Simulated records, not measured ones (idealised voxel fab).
You're looking at the process module voxel ribs on slabs.
Cross-section cut spans 195 nm and uses square cells 5 nm in size.
Reading order for cross-sections: top band down to bottom band. Underlying form: a grid of square cells. Band size: one or more rows of cells.
In this notation a band is specified by the heights of its top and bottom, in that order and in nm, after which its materials appear from left to right, each paired with its width in nm. The word "full width" attached to a single material means that material fills the band from edge to edge; the word "air" stands for empty space.
The reference from which all heights are counted is 0, the level beneath which the as-received wafer is entirely one material; the lowest band, having no lower bound, proceeds downward and is written after the example "top 0, no bottom".
So if you see something like "30->40" for the width, read it as the top row of the band sitting at the first number and the bottom row at the second, with every row in between moving by the same amount as the last.
"left unchanged" for a step: no cell of the cross-section changed in that step.
Under "Cavities, closed" you'll find the enclosed gaps, the ones with no way out to the top, that are 8 cells or bigger; each reads width x height at distance, with distance counted from the left edge, everything in nm.
Where a step's line continues beyond its settings, the continuation is a remark by the simulator itself on that step.
Steps that use a mask can have "overlay nm" on their line. It says how far the mask sat to the right of where it was meant to be. Negative means to the left.

[The process steps that were planned are listed below]
1: RECEIVE with material Si
2: DIRECTIONAL_DEP with material SiO2, thk nm 20
3: DIRECTIONAL_DEP with material polySi, thk nm 15
4: MASKED_ETCH with tone cover, mask id RIB, width nm 15, etch materials polySi, depth nm 5, overlay nm 0
5: DIRECTIONAL_DEP with material aC, thk nm 15
6: PATTERN with tone cover, mask id SLAB, material resist, width nm 55, thk nm 35, overlay nm 0
7: DIRECTIONAL_ETCH with etch materials aC, depth nm 15
8: STRIP with etch materials resist
9: DIRECTIONAL_ETCH with etch materials polySi, depth nm 10
10: STRIP with etch materials aC
11: FILL_DEP with material SiO2, thk nm 30
12: CMP with height nm 55
13: DIRECTIONAL_DEP with material TiN, thk nm 5
14: DIRECTIONAL_DEP with material aC, thk nm 15
15: PATTERN with tone cover, mask id HEATER, material resist, width nm 25, thk nm 30, overlay nm 0
16: DIRECTIONAL_ETCH with etch materials aC, depth nm 15
17: STRIP with etch materials resist
18: DIRECTIONAL_ETCH with etch materials TiN, depth nm 5
19: STRIP with etch materials aC
20: CONFORMAL_DEP with material SiN, thk nm 5

[Cross-section of the wafer at receipt, which is the condition after step 1]
> top 0, no bottom = Si full width
> Cavities, closed: none

[First of two wafers at the end of the module, shown in cross-section; run carried out as planned]
> top 65, bottom 60 = 80 air  35 SiN  80 air
> top 60, bottom 55 = 85 SiN  25 TiN  85 SiN
> top 55, bottom 35 = SiO2 full width
> top 35, bottom 30 = 90 SiO2  15 polySi  90 SiO2
> top 30, bottom 20 = 70 SiO2  55 polySi  70 SiO2
> top 20, bottom 0 = SiO2 full width
> top 0, no bottom = Si full width
> Cavities, closed: none

[Here is the second of the two wafers cut open at the end of the module - same start, same plan as the first one, but we made one mistake running it]
> top 65, bottom 60 = 75 air  35 SiN  85 air
> top 60, bottom 55 = 80 SiN  25 TiN  90 SiN
> top 55, bottom 35 = SiO2 full width
> top 35, bottom 30 = 90 SiO2  15 polySi  90 SiO2
> top 30, bottom 20 = 70 SiO2  55 polySi  70 SiO2
> top 20, bottom 0 = SiO2 full width
> top 0, no bottom = Si full width
> Cavities, closed: none
Want to know what went wrong? so step 15 ended up running with a different setting than we planned, it ran as PATTERN with tone cover, mask id HEATER, material resist, width nm 25, thk nm 30, overlay nm -5
End check, second vs first wafer: material counts in cells match, positions do not.
